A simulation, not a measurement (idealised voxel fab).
This section sets out a process module, namely voxel double patterning.
Cross-section cut spans 170 nm and uses square cells 5 nm in size.
We lay out every cross-section as a grid of square cells and spell it out in bands from the top down, where one band means one or more rows of cells. Each band's line starts with the height of the band's top and of its bottom, in nm. Then come its materials from left to right, each with its width in nm. One material with "all across" fills the band from edge to edge. "blank" is empty space. Height reference: 0 = level under which incoming wafer is all one material. Lowest band: no bottom, runs on downward, e.g. "0 down". Width "30..40": first value at the band's top row of cells, second value at its bottom row, equal change from row to row. For the purposes of this document, the phrase "no change" attached to a step denotes that no cell within the cross-section was modified by that step. Each empty space that has no open way to the top and spans at least 8 cells appears under "Tabulated closed voids" as width x height at distance, the distance counted from the left edge, all in nm. Note: text after step settings on the step line = simulator remark on that step. The line of a step may include "overlay nm". On a step with a mask, this value is how far to the right of its planned place the mask lay. A negative value means the mask lay to the left.

Planned process steps
1. RECEIVE (material Si)
2. CONFORMAL_DEP (material SiN; thk nm 5)
3. DIRECTIONAL_DEP (material SiO2; thk nm 10)
4. DIRECTIONAL_DEP (material SiCN; thk nm 5)
5. DIRECTIONAL_DEP (material aC; thk nm 10)
6. PATTERN (tone open; mask id FIRST; material resist; width nm 15; pitch nm 50; thk nm 30; overlay nm 0)
7. DIRECTIONAL_ETCH (etch materials aC; depth nm 10)
8. STRIP (etch materials resist)
9. DIRECTIONAL_ETCH (etch materials SiCN; depth nm 5)
10. STRIP (etch materials aC)
11. PATTERN (tone open; mask id SECOND; material resist; width nm 15; pitch nm 50; thk nm 20; overlay nm 0)
12. DIRECTIONAL_ETCH (etch materials SiCN; depth nm 5)
13. STRIP (etch materials resist)
14. DIRECTIONAL_ETCH (etch materials SiO2; depth nm 10)
15. STRIP (etch materials SiCN)

So, the first of our two wafers, run just as we planned it

As-received state of the wafer in cross-section, equivalent to post-step 1
> 0 down  Si all across
> Tabulated closed voids: none

You're looking at a cross-section of the wafer after step 2
> 5 to 0  SiN all across
> All layers under 0 are left as they were.

You're looking at a cross-section of the wafer after step 3
> 15 to 5  SiO2 all across
> All layers under 5 are left as they were.

You're looking at a cross-section of the wafer after step 4
> 20 to 15  SiCN all across
> All layers under 15 are left as they were.

You're looking at a cross-section of the wafer after step 5
> 30 to 20  aC all across
> All layers under 20 are left as they were.

You're looking at a cross-section of the wafer after step 6
> 60 to 30  resist 25 nm; blank 15 nm; resist 35 nm; blank 15 nm; resist 35 nm; blank 15 nm; resist 30 nm
> All layers under 30 are left as they were.

You're looking at a cross-section of the wafer after step 7
> 50 to 30  resist 25 nm; blank 15 nm; resist 35 nm; blank 15 nm; resist 35 nm; blank 15 nm; resist 30 nm
> 30 to 20  aC 25 nm; blank 15 nm; aC 35 nm; blank 15 nm; aC 35 nm; blank 15 nm; aC 30 nm
> All layers under 20 are left as they were.

You're looking at a cross-section of the wafer after step 8
> 30 to 20  aC 25 nm; blank 15 nm; aC 35 nm; blank 15 nm; aC 35 nm; blank 15 nm; aC 30 nm
> All layers under 20 are left as they were.

You're looking at a cross-section of the wafer after step 9
> 30 to 20  aC 25 nm; blank 15 nm; aC 35 nm; blank 15 nm; aC 35 nm; blank 15 nm; aC 30 nm
> 20 to 15  SiCN 25 nm; blank 15 nm; SiCN 35 nm; blank 15 nm; SiCN 35 nm; blank 15 nm; SiCN 30 nm
> All layers under 15 are left as they were.

You're looking at a cross-section of the wafer after step 10
> 20 to 15  SiCN 25 nm; blank 15 nm; SiCN 35 nm; blank 15 nm; SiCN 35 nm; blank 15 nm; SiCN 30 nm
> All layers under 15 are left as they were.

You're looking at a cross-section of the wafer after step 11
> 40 to 20  resist 50 nm; blank 15 nm; resist 35 nm; blank 15 nm; resist 55 nm
> 20 to 15  SiCN 25 nm; resist 15 nm; SiCN 35 nm; resist 15 nm; SiCN 35 nm; resist 15 nm; SiCN 30 nm
> All layers under 15 are left as they were.

You're looking at a cross-section of the wafer after step 12
> 40 to 20  resist 50 nm; blank 15 nm; resist 35 nm; blank 15 nm; resist 55 nm
> 20 to 15  SiCN 25 nm; resist 15 nm; SiCN 10 nm; blank 15 nm; SiCN 10 nm; resist 15 nm; SiCN 10 nm; blank 15 nm; SiCN 10 nm; resist 15 nm; SiCN 30 nm
> All layers under 15 are left as they were.

You're looking at a cross-section of the wafer after step 13
> 20 to 15  SiCN 25 nm; blank 15 nm; SiCN 10 nm; blank 15 nm; SiCN 10 nm; blank 15 nm; SiCN 10 nm; blank 15 nm; SiCN 10 nm; blank 15 nm; SiCN 30 nm
> All layers under 15 are left as they were.

You're looking at a cross-section of the wafer after step 14
> 20 to 15  SiCN 25 nm; blank 15 nm; SiCN 10 nm; blank 15 nm; SiCN 10 nm; blank 15 nm; SiCN 10 nm; blank 15 nm; SiCN 10 nm; blank 15 nm; SiCN 30 nm
> 15 to 5  SiO2 25 nm; blank 15 nm; SiO2 10 nm; blank 15 nm; SiO2 10 nm; blank 15 nm; SiO2 10 nm; blank 15 nm; SiO2 10 nm; blank 15 nm; SiO2 30 nm
> All layers under 5 are left as they were.

You're looking at a cross-section of the wafer after step 15
> 15 to 5  SiO2 25 nm; blank 15 nm; SiO2 10 nm; blank 15 nm; SiO2 10 nm; blank 15 nm; SiO2 10 nm; blank 15 nm; SiO2 10 nm; blank 15 nm; SiO2 30 nm
> All layers under 5 are left as they were.

Wafer two: like wafer one in start and plan, but with one mistake in execution; identical up to and including step 1

Here is the second wafer in cross-section at the point where step 2 of the plan should have been done: no change

Here is the second wafer in cross-section at the point where step 3 of the plan should have been done
> 10 to 0  SiO2 all across
> All layers under 0 are left as they were.

Here is the second wafer in cross-section at the point where step 4 of the plan should have been done
> 15 to 10  SiCN all across
> All layers under 10 are left as they were.

Here is the second wafer in cross-section at the point where step 5 of the plan should have been done
> 25 to 15  aC all across
> All layers under 15 are left as they were.

Here is the second wafer in cross-section at the point where step 6 of the plan should have been done
> 55 to 25  resist 25 nm; blank 15 nm; resist 35 nm; blank 15 nm; resist 35 nm; blank 15 nm; resist 30 nm
> All layers under 25 are left as they were.

Here is the second wafer in cross-section at the point where step 7 of the plan should have been done
> 45 to 25  resist 25 nm; blank 15 nm; resist 35 nm; blank 15 nm; resist 35 nm; blank 15 nm; resist 30 nm
> 25 to 15  aC 25 nm; blank 15 nm; aC 35 nm; blank 15 nm; aC 35 nm; blank 15 nm; aC 30 nm
> All layers under 15 are left as they were.

Here is the second wafer in cross-section at the point where step 8 of the plan should have been done
> 25 to 15  aC 25 nm; blank 15 nm; aC 35 nm; blank 15 nm; aC 35 nm; blank 15 nm; aC 30 nm
> All layers under 15 are left as they were.

Here is the second wafer in cross-section at the point where step 9 of the plan should have been done
> 25 to 15  aC 25 nm; blank 15 nm; aC 35 nm; blank 15 nm; aC 35 nm; blank 15 nm; aC 30 nm
> 15 to 10  SiCN 25 nm; blank 15 nm; SiCN 35 nm; blank 15 nm; SiCN 35 nm; blank 15 nm; SiCN 30 nm
> All layers under 10 are left as they were.

Here is the second wafer in cross-section at the point where step 10 of the plan should have been done
> 15 to 10  SiCN 25 nm; blank 15 nm; SiCN 35 nm; blank 15 nm; SiCN 35 nm; blank 15 nm; SiCN 30 nm
> All layers under 10 are left as they were.

Here is the second wafer in cross-section at the point where step 11 of the plan should have been done
> 35 to 15  resist 50 nm; blank 15 nm; resist 35 nm; blank 15 nm; resist 55 nm
> 15 to 10  SiCN 25 nm; resist 15 nm; SiCN 35 nm; resist 15 nm; SiCN 35 nm; resist 15 nm; SiCN 30 nm
> All layers under 10 are left as they were.

Here is the second wafer in cross-section at the point where step 12 of the plan should have been done
> 35 to 15  resist 50 nm; blank 15 nm; resist 35 nm; blank 15 nm; resist 55 nm
> 15 to 10  SiCN 25 nm; resist 15 nm; SiCN 10 nm; blank 15 nm; SiCN 10 nm; resist 15 nm; SiCN 10 nm; blank 15 nm; SiCN 10 nm; resist 15 nm; SiCN 30 nm
> All layers under 10 are left as they were.

Here is the second wafer in cross-section at the point where step 13 of the plan should have been done
> 15 to 10  SiCN 25 nm; blank 15 nm; SiCN 10 nm; blank 15 nm; SiCN 10 nm; blank 15 nm; SiCN 10 nm; blank 15 nm; SiCN 10 nm; blank 15 nm; SiCN 30 nm
> All layers under 10 are left as they were.

Here is the second wafer in cross-section at the point where step 14 of the plan should have been done
> 15 to 10  SiCN 25 nm; blank 15 nm; SiCN 10 nm; blank 15 nm; SiCN 10 nm; blank 15 nm; SiCN 10 nm; blank 15 nm; SiCN 10 nm; blank 15 nm; SiCN 30 nm
> 10 to 0  SiO2 25 nm; blank 15 nm; SiO2 10 nm; blank 15 nm; SiO2 10 nm; blank 15 nm; SiO2 10 nm; blank 15 nm; SiO2 10 nm; blank 15 nm; SiO2 30 nm
> All layers under 0 are left as they were.

Here is the second wafer in cross-section at the point where step 15 of the plan should have been done
> 10 to 0  SiO2 25 nm; blank 15 nm; SiO2 10 nm; blank 15 nm; SiO2 10 nm; blank 15 nm; SiO2 10 nm; blank 15 nm; SiO2 10 nm; blank 15 nm; SiO2 30 nm
> All layers under 0 are left as they were.
Misprocessing identified: execution of step 2 of the plan did not take place, the step having been omitted
Final cells, second wafer relative to first, materials higher or lower: SiN -34
